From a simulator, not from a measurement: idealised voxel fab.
A process module follows: voxel capacitor over wiring.
Xsec cut, 210 nm wide, square cell size 5 nm.
The cross-sections in this document take the form of a grid made of square cells. They are written out as bands, in order from top to bottom. Each band consists of one or more rows of cells. Read a band's entry like this: the first values are the height of its top and the height of its bottom in nm, and what follows is the sequence of materials from left to right, each with its width in nm. Note that "empty" is empty space, and that a single material marked "full width" reaches across the band from edge to edge. Convention: height 0 is the level below which the wafer, as received, is all one material. The lowest band does not terminate at the bottom but continues downward, represented as "top 0, no bottom". Graded width ("30..40"): value in top row of band = first number; value in bottom row = second number; row-to-row change constant. Where a step carries "remains unaltered", the cross-section came out of it unchanged, cell for cell. "Enclosed void list" enumerates empty spaces isolated from the top, with no open way to it, that contain at least 8 cells, giving each as width x height at distance from the left edge, all three in nm. Past the settings on a step's line: simulator remark, on that step. If you see "overlay nm" on a step's line and that step has a mask, it's telling you how far right of where it was planned the mask ended up; a negative number means it went left instead.
Listed below are the process steps as planned
step 1: RECEIVE [material Si]
step 2: CONFORMAL_DEP [material SiO2] [thk nm 10]
step 3: CONFORMAL_DEP [material SiCN] [thk nm 5]
step 4: DIRECTIONAL_DEP [material lowk] [thk nm 25]
step 5: PATTERN [tone open] [mask id METAL_1] [material resist] [width nm 25] [pitch nm 90] [thk nm 20] [overlay nm 0]
step 6: DIRECTIONAL_ETCH [etch materials lowk] [depth nm 25]
step 7: DIRECTIONAL_ETCH [etch materials SiCN] [depth nm 5]
step 8: STRIP [etch materials resist]
step 9: CONFORMAL_DEP [material TiN] [thk nm 5]
step 10: FILL_DEP [material Ru] [thk nm 10]
step 11: CMP [height nm 40]
step 12: CONFORMAL_DEP [material SiCN] [thk nm 5]
step 13: DIRECTIONAL_DEP [material SiO2] [thk nm 20]
step 14: PATTERN [tone open] [mask id PLUG_1] [material resist] [width nm 15] [thk nm 20] [overlay nm 0]
step 15: DIRECTIONAL_ETCH [etch materials SiO2] [depth nm 20]
step 16: DIRECTIONAL_ETCH [etch materials SiCN] [depth nm 5]
step 17: STRIP [etch materials resist]
step 18: EPI [material Ru] [thk nm 10]
step 19: EPI [material Ru] [thk nm 10]
step 20: EPI [material Ru] [thk nm 5]
step 21: DIRECTIONAL_DEP [material TiN] [thk nm 5]
step 22: DIRECTIONAL_DEP [material Al2O3] [thk nm 5]
step 23: DIRECTIONAL_DEP [material TiN] [thk nm 5]
step 24: DIRECTIONAL_DEP [material aC] [thk nm 15]
step 25: PATTERN [tone cover] [mask id UPPER_PLATE] [material resist] [width nm 70] [thk nm 35] [overlay nm 0]
step 26: DIRECTIONAL_ETCH [etch materials aC] [depth nm 15]
step 27: STRIP [etch materials resist]
step 28: DIRECTIONAL_ETCH [etch materials TiN] [depth nm 5]
step 29: DIRECTIONAL_ETCH [etch materials Al2O3] [depth nm 5]
step 30: STRIP [etch materials aC]
step 31: DIRECTIONAL_DEP [material aC] [thk nm 10]
step 32: PATTERN [tone cover] [mask id LOWER_PLATE] [material resist] [width nm 80] [thk nm 25] [overlay nm 0]
step 33: DIRECTIONAL_ETCH [etch materials aC] [depth nm 10]
step 34: STRIP [etch materials resist]
step 35: DIRECTIONAL_ETCH [etch materials TiN] [depth nm 5]
step 36: STRIP [etch materials aC]
step 37: FILL_DEP [material SiO2] [thk nm 20]
step 38: CMP [height nm 95]
step 39: PATTERN [tone open] [mask id PLUG_2] [material resist] [width nm 15] [thk nm 20] [overlay nm 0]
step 40: DIRECTIONAL_ETCH [etch materials SiO2] [depth nm 15]
step 41: STRIP [etch materials resist]
step 42: CONFORMAL_DEP [material TiN] [thk nm 5]
step 43: FILL_DEP [material W] [thk nm 10]
step 44: CMP [height nm 95]
step 45: CONFORMAL_DEP [material SiN] [thk nm 5]
Wafer cross-section on receipt, i.e. after step 1
* top 0, no bottom | Si full width
* Enclosed void list: none
Wafer cross-section at module end: first of two, run to plan
* top 100, bottom 95 | SiN full width
* top 95, bottom 85 | 65 nm SiO2, 5 nm TiN, 5 nm W, 5 nm TiN, 130 nm SiO2
* top 85, bottom 75 | 65..55 nm SiO2, 15..70 nm TiN, 130..85 nm SiO2
* top 75, bottom 70 | 55 nm SiO2, 70 nm Al2O3, 85 nm SiO2
* top 70, bottom 65 | 50 nm SiO2, 80 nm TiN, 80 nm SiO2
* top 65, bottom 45 | 55 nm SiO2, 15 nm Ru, 140 nm SiO2
* top 45, bottom 40 | 55 nm SiCN, 15 nm Ru, 140 nm SiCN
* top 40, bottom 15 | 45 nm lowk, 5 nm TiN, 15 nm Ru, 5 nm TiN, 65 nm lowk, 5 nm TiN, 15 nm Ru, 5 nm TiN, 50 nm lowk
* top 15, bottom 10 | 45 nm SiCN, 25 nm TiN, 65 nm SiCN, 25 nm TiN, 50 nm SiCN
* top 10, bottom 0 | SiO2 full width
* top 0, no bottom | Si full width
* Enclosed void list: none
End-of-module cross-section of the second wafer: identical starting point and process plan to the first, with one processing mistake
* top 100, bottom 95 | SiN full width
* top 95, bottom 85 | 65 nm SiO2, 5 nm TiN, 5 nm W, 5 nm TiN, 130 nm SiO2
* top 85, bottom 75 | 65..55 nm SiO2, 15..70 nm TiN, 130..85 nm SiO2
* top 75, bottom 70 | 55 nm SiO2, 70 nm Al2O3, 85 nm SiO2
* top 70, bottom 65 | 50 nm SiO2, 80 nm TiN, 80 nm SiO2
* top 65, bottom 45 | 55 nm SiO2, 15 nm Ru, 140 nm SiO2
* top 45, bottom 40 | 55 nm SiCN, 15 nm Ru, 140 nm SiCN
* top 40, bottom 15 | 45 nm lowk, 5 nm TiN, 20 nm Ru, 5 nm TiN, 60 nm lowk, 5 nm TiN, 20 nm Ru, 5 nm TiN, 45 nm lowk
* top 15, bottom 10 | 45 nm SiCN, 30 nm TiN, 60 nm SiCN, 30 nm TiN, 45 nm SiCN
* top 10, bottom 0 | SiO2 full width
* top 0, no bottom | Si full width
* Enclosed void list: none
What was the processing mistake? rather than as planned, step 5 actually ran as PATTERN [tone open] [mask id METAL_1] [material resist] [width nm 30] [pitch nm 90] [thk nm 20] [overlay nm 0]
Final wafer comparison in cells, second versus first, more or fewer per material: 10 more of Ru, 2 fewer of SiCN, 2 more of TiN, 10 fewer of lowk
